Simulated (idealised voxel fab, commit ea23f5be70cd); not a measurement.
The document below concerns the process module designated voxel quadruple lines.
FYI the section here is cut, 220 nm wide, cells are 5 nm squares.
When this document writes out a cross-section, it uses a grid of square cells and lists it as bands, beginning at the top and moving down, with a band standing for one or more rows of cells.
Within each band entry, the heights of the top and of the bottom of the band appear first, in that order and in nm; the materials of the band then follow from left to right, each with its corresponding width in nm. The designation "edge to edge" on a single material indicates that it fills the band from edge to edge; the designation "air" indicates empty space.
Below 0: as-received wafer, all one material; heights counted from there. Lowest band: no bottom, goes on down, written "0 nm and below".
Read "30->40" as a graded width: first number on top, second number at the bottom, same change between each pair of neighbouring rows.
"no alteration" after a step means that no cell of the cross-section changed.
Under "Enclosed void inventory" you'll find the enclosed gaps, the ones with no way out to the top, that are 8 cells or bigger; each reads width x height at distance, with distance counted from the left edge, everything in nm.
after a step's settings: what the simulator itself notes on the step
What "overlay nm" on a step's line means: if the step has a mask, that mask lay this far to the right of its planned place, or, when the value is negative, to the left.

List of planned process steps:
- 1: RECEIVE, material Si
- 2: CONFORMAL_DEP, material SiO2, thk nm 5
- 3: DIRECTIONAL_DEP, material W, thk nm 15
- 4: DIRECTIONAL_DEP, material polySi, thk nm 20
- 5: DIRECTIONAL_DEP, material aC, thk nm 20
- 6: PATTERN, tone cover, mask id MANDREL, material resist, width nm 25, thk nm 30, overlay nm 0
- 7: DIRECTIONAL_ETCH, etch materials aC, depth nm 20
- 8: STRIP, etch materials resist
- 9: CONFORMAL_DEP, material SiO2, thk nm 15
- 10: DIRECTIONAL_ETCH, etch materials SiO2, depth nm 15
- 11: STRIP, etch materials aC
- 12: DIRECTIONAL_ETCH, etch materials polySi, depth nm 20
- 13: STRIP, etch materials SiO2
- 14: CONFORMAL_DEP, material SiCN, thk nm 5
- 15: DIRECTIONAL_ETCH, etch materials SiCN, depth nm 5
- 16: STRIP, etch materials polySi
- 17: DIRECTIONAL_ETCH, etch materials W, depth nm 15
- 18: STRIP, etch materials SiCN
- 19: FILL_DEP, material lowk, thk nm 10
- 20: CMP, height nm 20

Run as planned: first of two wafers:

Cross-section of the wafer at receipt, which is the condition after step 1:
    0 nm and below  Si edge to edge
    Enclosed void inventory: none

After step 2:
    5 nm to 0 nm  SiO2 edge to edge
    Rest of section, below 0: as before.

After step 3:
    20 nm to 5 nm  W edge to edge
    Rest of section, below 5: as before.

After step 4:
    40 nm to 20 nm  polySi edge to edge
    Rest of section, below 20: as before.

After step 5:
    60 nm to 40 nm  aC edge to edge
    Rest of section, below 40: as before.

After step 6:
    90 nm to 60 nm  air (95) / resist (25) / air (100)
    Rest of section, below 60: as before.

After step 7:
    70 nm to 60 nm  air (95) / resist (25) / air (100)
    60 nm to 40 nm  air (95) / aC (25) / air (100)
    Rest of section, below 40: as before.

After step 8:
    60 nm to 40 nm  air (95) / aC (25) / air (100)
    Rest of section, below 40: as before.

After step 9:
    75 nm to 60 nm  air (80) / SiO2 (55) / air (85)
    60 nm to 55 nm  air (80) / SiO2 (15) / aC (25) / SiO2 (15) / air (85)
    55 nm to 40 nm  SiO2 (95) / aC (25) / SiO2 (100)
    Rest of section, below 40: as before.

After step 10:
    60 nm to 40 nm  air (80) / SiO2 (15) / aC (25) / SiO2 (15) / air (85)
    Rest of section, below 40: as before.

After step 11:
    60 nm to 40 nm  air (80) / SiO2 (15) / air (25) / SiO2 (15) / air (85)
    Rest of section, below 40: as before.

After step 12:
    60 nm to 40 nm  air (80) / SiO2 (15) / air (25) / SiO2 (15) / air (85)
    40 nm to 20 nm  air (80) / polySi (15) / air (25) / polySi (15) / air (85)
    Rest of section, below 20: as before.

After step 13:
    40 nm to 20 nm  air (80) / polySi (15) / air (25) / polySi (15) / air (85)
    Rest of section, below 20: as before.

After step 14:
    45 nm to 40 nm  air (75) / SiCN (25) / air (15) / SiCN (25) / air (80)
    40 nm to 25 nm  air (75) / SiCN (5) / polySi (15) / SiCN (5) / air (15) / SiCN (5) / polySi (15) / SiCN (5) / air (80)
    25 nm to 20 nm  SiCN (80) / polySi (15) / SiCN (25) / polySi (15) / SiCN (85)
    Rest of section, below 20: as before.

After step 15:
    40 nm to 20 nm  air (75) / SiCN (5) / polySi (15) / SiCN (5) / air (15) / SiCN (5) / polySi (15) / SiCN (5) / air (80)
    Rest of section, below 20: as before.

After step 16:
    40 nm to 20 nm  air (75) / SiCN (5) / air (15) / SiCN (5) / air (15) / SiCN (5) / air (15) / SiCN (5) / air (80)
    Rest of section, below 20: as before.

After step 17:
    40 nm to 20 nm  air (75) / SiCN (5) / air (15) / SiCN (5) / air (15) / SiCN (5) / air (15) / SiCN (5) / air (80)
    20 nm to 5 nm  air (75) / W (5) / air (15) / W (5) / air (15) / W (5) / air (15) / W (5) / air (80)
    Rest of section, below 5: as before.

After step 18:
    20 nm to 5 nm  air (75) / W (5) / air (15) / W (5) / air (15) / W (5) / air (15) / W (5) / air (80)
    Rest of section, below 5: as before.

After step 19:
    30 nm to 20 nm  lowk edge to edge
    20 nm to 5 nm  lowk (75) / W (5) / lowk (15) / W (5) / lowk (15) / W (5) / lowk (15) / W (5) / lowk (80)
    Rest of section, below 5: as before.

After step 20:
    20 nm to 5 nm  lowk (75) / W (5) / lowk (15) / W (5) / lowk (15) / W (5) / lowk (15) / W (5) / lowk (80)
    Rest of section, below 5: as before.

Second Wafer (Identical Start and Plan, One Processing Error; Matches First Wafer Through Step 5):

Second wafer, cut view, end of step 6 per plan:
    90 nm to 60 nm  resist (95) / air (25) / resist (100)
    Rest of section, below 60: as before.

Second wafer, cut view, end of step 7 per plan:
    70 nm to 60 nm  resist (95) / air (25) / resist (100)
    60 nm to 40 nm  aC (95) / air (25) / aC (100)
    Rest of section, below 40: as before.

Second wafer, cut view, end of step 8 per plan:
    60 nm to 40 nm  aC (95) / air (25) / aC (100)
    Rest of section, below 40: as before.

Second wafer, cut view, end of step 9 per plan:
    75 nm to 60 nm  SiO2 edge to edge
    60 nm to 40 nm  aC (95) / SiO2 (25) / aC (100)
    Rest of section, below 40: as before.

Second wafer, cut view, end of step 10 per plan:
    60 nm to 40 nm  aC (95) / SiO2 (25) / aC (100)
    Rest of section, below 40: as before.

Second wafer, cut view, end of step 11 per plan:
    60 nm to 40 nm  air (95) / SiO2 (25) / air (100)
    Rest of section, below 40: as before.

Second wafer, cut view, end of step 12 per plan:
    60 nm to 40 nm  air (95) / SiO2 (25) / air (100)
    40 nm to 20 nm  air (95) / polySi (25) / air (100)
    Rest of section, below 20: as before.

Second wafer, cut view, end of step 13 per plan:
    40 nm to 20 nm  air (95) / polySi (25) / air (100)
    Rest of section, below 20: as before.

Second wafer, cut view, end of step 14 per plan:
    45 nm to 40 nm  air (90) / SiCN (35) / air (95)
    40 nm to 25 nm  air (90) / SiCN (5) / polySi (25) / SiCN (5) / air (95)
    25 nm to 20 nm  SiCN (95) / polySi (25) / SiCN (100)
    Rest of section, below 20: as before.

Second wafer, cut view, end of step 15 per plan:
    40 nm to 20 nm  air (90) / SiCN (5) / polySi (25) / SiCN (5) / air (95)
    Rest of section, below 20: as before.

Second wafer, cut view, end of step 16 per plan:
    40 nm to 20 nm  air (90) / SiCN (5) / air (25) / SiCN (5) / air (95)
    Rest of section, below 20: as before.

Second wafer, cut view, end of step 17 per plan:
    40 nm to 20 nm  air (90) / SiCN (5) / air (25) / SiCN (5) / air (95)
    20 nm to 5 nm  air (90) / W (5) / air (25) / W (5) / air (95)
    Rest of section, below 5: as before.

Second wafer, cut view, end of step 18 per plan:
    20 nm to 5 nm  air (90) / W (5) / air (25) / W (5) / air (95)
    Rest of section, below 5: as before.

Second wafer, cut view, end of step 19 per plan:
    30 nm to 20 nm  lowk edge to edge
    20 nm to 5 nm  lowk (90) / W (5) / lowk (25) / W (5) / lowk (95)
    Rest of section, below 5: as before.

Second wafer, cut view, end of step 20 per plan:
    20 nm to 5 nm  lowk (90) / W (5) / lowk (25) / W (5) / lowk (95)
    Rest of section, below 5: as before.
Deviation noted in wafer processing: step 6 went in with a setting other than planned; the actual run was PATTERN, tone open, mask id MANDREL, material resist, width nm 25, thk nm 30, overlay nm 0
Looking at both finished wafers in cells, the second ends up ahead of or behind the first on some materials: -6 W; +6 lowk
